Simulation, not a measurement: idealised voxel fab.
The following process module bears the name voxel ribs on slabs.
265 nm wide, 5 nm square cells: that's cross-section cut.
Throughout this document, each cross-section is represented as a grid of square cells and is presented as a sequence of bands enumerated from the top downward, where a band comprises one or more rows of cells.
The band entry comprises the height of the band's top followed by the height of its bottom, expressed in nm, and subsequently the band's materials from left to right, each stated together with its width in nm. Where a single material is marked with the word "full width", that material fills the band from edge to edge. The word "air" represents empty space.
Basically, 0 is our baseline, since under it the wafer straight out of the box is all one material. The bottom band has no lower end and keeps on going down, so it looks like "0 down".
Think of "30->40" as a width that walks from the first number to the second as you go down the band, top row to bottom row, taking equal-sized steps from row to row.
Where a step carries "no modification", the cross-section came out of it unchanged, cell for cell.
"Voids, sealed" specifies each empty space that is not open to the top and that occupies no fewer than 8 cells, using the form width x height at distance, the distance measured from the left edge and all three quantities in nm.
Step line, after settings: the simulator's comment on this step.
For masked steps, "overlay nm" on the step line gives how far right of plan the mask actually lay; a minus sign means it lay to the left.

The planned process steps are enumerated hereunder
1 RECEIVE: material Si
2 DIRECTIONAL_DEP: material SiO2, thk nm 30
3 DIRECTIONAL_DEP: material SiN, thk nm 20
4 PATTERN: tone cover, mask id RIB, material resist, width nm 30, thk nm 20, overlay nm 0
5 DIRECTIONAL_ETCH: etch materials SiN, depth nm 15
6 STRIP: etch materials resist
7 MASKED_ETCH: tone cover, mask id SLAB, width nm 90, etch materials SiN, depth nm 5, overlay nm 0
8 FILL_DEP: material SiO2, thk nm 25
9 CMP: height nm 65
10 DIRECTIONAL_DEP: material TiN, thk nm 10
11 MASKED_ETCH: tone cover, mask id HEATER, width nm 40, etch materials TiN, depth nm 10, overlay nm 0
12 CONFORMAL_DEP: material SiN, thk nm 5

The first of the two wafers, which ran as planned

Cross-sectional view of the wafer in its as-received condition, corresponding to the state after step 1
- 0 down | Si full width
- Voids, sealed: none

After step 2
- 30 to 0 | SiO2 full width
- Under 0: no change, same as before.

After step 3
- 50 to 30 | SiN full width
- Under 30: no change, same as before.

After step 4
- 70 to 50 | 115 air  30 resist  120 air
- Under 50: no change, same as before.

After step 5
- 70 to 50 | 115 air  30 resist  120 air
- 50 to 35 | 115 air  30 SiN  120 air
- Under 35: no change, same as before.

After step 6
- 50 to 35 | 115 air  30 SiN  120 air
- Under 35: no change, same as before.

After step 7
- 50 to 35 | 115 air  30 SiN  120 air
- 35 to 30 | 85 air  90 SiN  90 air
- Under 30: no change, same as before.

After step 8
- 75 to 50 | SiO2 full width
- 50 to 35 | 115 SiO2  30 SiN  120 SiO2
- 35 to 30 | 85 SiO2  90 SiN  90 SiO2
- Under 30: no change, same as before.

After step 9
- 65 to 50 | SiO2 full width
- Under 50: no change, same as before.

After step 10
- 75 to 65 | TiN full width
- Under 65: no change, same as before.

After step 11
- 75 to 65 | 110 air  40 TiN  115 air
- Under 65: no change, same as before.

After step 12
- 80 to 75 | 105 air  50 SiN  110 air
- 75 to 70 | 105 air  5 SiN  40 TiN  5 SiN  110 air
- 70 to 65 | 110 SiN  40 TiN  115 SiN
- Under 65: no change, same as before.

For the second wafer, take the first wafer's start and plan, then add one mistake made in running it; everything through step 3, that step included, is shared with the first

Cross-sectional view of the second wafer at the intended end time of process step 4
- 70 to 50 | 115 resist  30 air  120 resist
- Under 50: no change, same as before.

Cross-sectional view of the second wafer at the intended end time of process step 5
- 70 to 50 | 115 resist  30 air  120 resist
- 50 to 35 | 115 SiN  30 air  120 SiN
- Under 35: no change, same as before.

Cross-sectional view of the second wafer at the intended end time of process step 6
- 50 to 35 | 115 SiN  30 air  120 SiN
- Under 35: no change, same as before.

Cross-sectional view of the second wafer at the intended end time of process step 7
- 50 to 45 | 85 air  30 SiN  30 air  30 SiN  90 air
- Under 45: no change, same as before.

Cross-sectional view of the second wafer at the intended end time of process step 8
- 75 to 50 | SiO2 full width
- 50 to 45 | 85 SiO2  30 SiN  30 SiO2  30 SiN  90 SiO2
- 45 to 35 | 115 SiN  30 SiO2  120 SiN
- Under 35: no change, same as before.

Cross-sectional view of the second wafer at the intended end time of process step 9
- 65 to 50 | SiO2 full width
- Under 50: no change, same as before.

Cross-sectional view of the second wafer at the intended end time of process step 10
- 75 to 65 | TiN full width
- Under 65: no change, same as before.

Cross-sectional view of the second wafer at the intended end time of process step 11
- 75 to 65 | 110 air  40 TiN  115 air
- Under 65: no change, same as before.

Cross-sectional view of the second wafer at the intended end time of process step 12
- 80 to 75 | 105 air  50 SiN  110 air
- 75 to 70 | 105 air  5 SiN  40 TiN  5 SiN  110 air
- 70 to 65 | 110 SiN  40 TiN  115 SiN
- Under 65: no change, same as before.
Error vs. plan: step 4 ran with different settings than intended, the actual operation and settings being PATTERN: tone open, mask id RIB, material resist, width nm 30, thk nm 20, overlay nm 0
At the finish, the second wafer shows more or fewer cells for some materials than the first does: +123 SiN, -123 SiO2
